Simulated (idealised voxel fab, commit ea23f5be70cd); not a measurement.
Title: Process Module voxel released beams
In the cross-section labelled cut, the width is 180 nm and each square cell is 5 nm.
If you're reading a cross-section in this doc, picture square cells in a grid; it comes to you as bands, top ones listed first down to the bottom, and a band can be one or more rows of cells. Band: top and bottom heights (nm) first, top before bottom; then materials from left to right, widths in nm. "full width" marks a sole material filling the band edge to edge. "air" denotes empty space. Heights are measured from 0, the level below which the as-received wafer is all one material; the lowest band has no bottom and continues downward, written as in "z 0 and below". The notation "30..40" denotes a width that varies across the rows of cells in the band, beginning at the first number in the top row, finishing at the second number in the bottom row, and changing by an identical amount from each row to the next. You'll sometimes find "remains unaltered" written for a step, and that's the way of saying that nowhere in the cross-section did a cell change during that step. Under "Sealed cavities" you'll find the enclosed gaps, the ones with no way out to the top, that are 8 cells or bigger; each reads width x height at distance, with distance counted from the left edge, everything in nm. What comes after the settings on a step's line is commentary from the simulator itself on that step. "overlay nm" answers the question of how far to the right of plan the mask lay on a step that has a mask, and when it is negative the answer is to the left.
Set out below are the planned steps of the process
1. RECEIVE: material Si
2. CONFORMAL_DEP: material SiN, thk nm 5
3. DIRECTIONAL_DEP: material SiO2, thk nm 10
4. MASKED_ETCH: tone open, mask id ANCHOR, width nm 35, etch materials SiO2, depth nm 10, overlay nm 0
5. CONFORMAL_DEP: material TiN, thk nm 10
6. MASKED_ETCH: tone cover, mask id BEAM, width nm 80, etch materials TiN, depth nm 10, overlay nm 0
7. STRIP: etch materials SiO2
First of two wafers: run as planned
As received (post step 1): cross-section
	z 0 and below: Si full width
	Sealed cavities: none
Upon completion of step 2, the wafer appears in cross-section as shown
	z 5 to 0: SiN full width
	Whatever lies below 0 is exactly as it was before.
Upon completion of step 3, the wafer appears in cross-section as shown
	z 15 to 5: SiO2 full width
	Whatever lies below 5 is exactly as it was before.
Upon completion of step 4, the wafer appears in cross-section as shown
	z 15 to 5: 50 SiO2; 35 air; 95 SiO2
	Whatever lies below 5 is exactly as it was before.
Upon completion of step 5, the wafer appears in cross-section as shown
	z 25 to 15: 60 TiN; 15 air; 105 TiN
	z 15 to 5: 50 SiO2; 35 TiN; 95 SiO2
	Whatever lies below 5 is exactly as it was before.
Upon completion of step 6, the wafer appears in cross-section as shown
	z 25 to 15: 45 air; 15 TiN; 15 air; 50 TiN; 55 air
	Whatever lies below 15 is exactly as it was before.
Upon completion of step 7, the wafer appears in cross-section as shown
	z 25 to 15: 45 air; 15 TiN; 15 air; 50 TiN; 55 air
	z 15 to 5: 50 air; 35 TiN; 95 air
	Whatever lies below 5 is exactly as it was before.
The second wafer began exactly as the first did and followed the same plan, but one mistake was made while running it; through step 3 inclusive, the two wafers are identical
Second wafer, sectioned view, at step 4's planned end time
	z 15 to 5: 50 air; 35 SiO2; 95 air
	Whatever lies below 5 is exactly as it was before.
Second wafer, sectioned view, at step 5's planned end time
	z 25 to 15: 40 air; 55 TiN; 85 air
	z 15 to 5: 50 TiN; 35 SiO2; 95 TiN
	Whatever lies below 5 is exactly as it was before.
Second wafer, sectioned view, at step 6's planned end time
	z 25 to 15: 45 air; 50 TiN; 85 air
	z 15 to 5: 40 air; 10 TiN; 35 SiO2; 40 TiN; 55 air
	Whatever lies below 5 is exactly as it was before.
Second wafer, sectioned view, at step 7's planned end time: remains unaltered
Heads up, the wafer didn't run the way we planned it: not per plan at step 4, really ran MASKED_ETCH: tone cover, mask id ANCHOR, width nm 35, etch materials SiO2, depth nm 10, overlay nm 0
End of process, cell counts, second wafer against first, materials with more or fewer: 14 more of SiO2
